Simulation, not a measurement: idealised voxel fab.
process module | voxel capacitor over wiring
cross-section cut | 255 nm wide | cells 5 nm
A cross-section is a grid of square cells, given in bands from the top down. A band is one or more rows of cells.
Each band's line starts with the height of the band's top and of its bottom, in nm. Then come its materials from left to right, each with its width in nm. One material with "throughout" fills the band from edge to edge. "air" is empty space.
Height 0 is the level under which the wafer as received is all one material. The lowest band goes on downwards, as in "0 down".
A width such as "30 to 40" changes by the same amount from each row of cells to the next, from the band's top row to its bottom row.
"no change" after a step means that no cell of the cross-section changed.
closed voids: empty space of 8 cells or more with no open way to the top, each as width x height at its distance from the left edge, in nm
after a step's settings: what the simulator itself notes on the step
overlay nm, on a step with a mask: how far to the right of its planned place the mask lay; to the left if negative
plan
1 op RECEIVE | material Si
2 op CONFORMAL_DEP | material SiO2 | thk nm 15
3 op CONFORMAL_DEP | material SiN | thk nm 5
4 op DIRECTIONAL_DEP | material lowk | thk nm 15
5 op PATTERN | tone open | mask id METAL_1 | material resist | width nm 30 | pitch nm 90 | thk nm 15 | overlay nm 0
6 op DIRECTIONAL_ETCH | etch materials lowk | depth nm 15
7 op DIRECTIONAL_ETCH | etch materials SiN | depth nm 5
8 op STRIP | etch materials resist
9 op CONFORMAL_DEP | material TiN | thk nm 5
10 op FILL_DEP | material Ru | thk nm 10
11 op CMP | height nm 35
12 op CONFORMAL_DEP | material SiCN | thk nm 5
13 op DIRECTIONAL_DEP | material lowk | thk nm 10
14 op MASKED_ETCH | tone open | mask id PLUG_1 | width nm 15 | etch materials lowk | depth nm 10 | overlay nm 0
15 op MASKED_ETCH | tone open | mask id PLUG_1 | width nm 15 | etch materials SiCN | depth nm 5 | overlay nm 0
16 op CONFORMAL_DEP | material TiN | thk nm 5
17 op FILL_DEP | material Ru | thk nm 5
18 op CMP | height nm 50
19 op DIRECTIONAL_DEP | material TiN | thk nm 5
20 op DIRECTIONAL_DEP | material HfO2 | thk nm 5
21 op DIRECTIONAL_DEP | material TiN | thk nm 5
22 op PATTERN | tone cover | mask id UPPER_PLATE | material resist | width nm 65 | thk nm 15 | overlay nm 0
23 op DIRECTIONAL_ETCH | etch materials TiN | depth nm 5
24 op DIRECTIONAL_ETCH | etch materials HfO2 | depth nm 5
25 op STRIP | etch materials resist
26 op MASKED_ETCH | tone cover | mask id LOWER_PLATE | width nm 75 | etch materials TiN | depth nm 5 | overlay nm 0
27 op FILL_DEP | material SiO2 | thk nm 15
28 op CMP | height nm 75
29 op PATTERN | tone open | mask id PLUG_2 | material resist | width nm 15 | thk nm 15 | overlay nm 0
30 op DIRECTIONAL_ETCH | etch materials SiO2 | depth nm 10
31 op STRIP | etch materials resist
32 op CONFORMAL_DEP | material TiN | thk nm 5
33 op FILL_DEP | material Cu | thk nm 5
34 op CMP | height nm 75
35 op CONFORMAL_DEP | material SiCN | thk nm 5
as received, after step 1
  0 down: Si throughout
  closed voids: none
a wafer at the end: this start, this plan, one mistake
  80 to 75: SiCN throughout
  75 to 70: SiO2 90 | TiN 5 | Cu 5 | TiN 5 | SiO2 150
  70 to 60: SiO2 90 to 80 | TiN 15 to 65 | SiO2 150 to 110
  60 to 55: SiO2 80 | HfO2 65 | SiO2 110
  55 to 50: SiO2 75 | TiN 75 | SiO2 105
  50 to 40: lowk 80 | TiN 5 | Ru 5 | TiN 5 | lowk 160
  40 to 35: SiCN 80 | TiN 15 | SiCN 160
  35 to 30: SiN 65 | TiN 30 | SiN 60 | TiN 30 | SiN 70
  30 to 0: SiO2 throughout
  0 down: Si throughout
  closed voids: none
what went wrong: step 2 was run twice
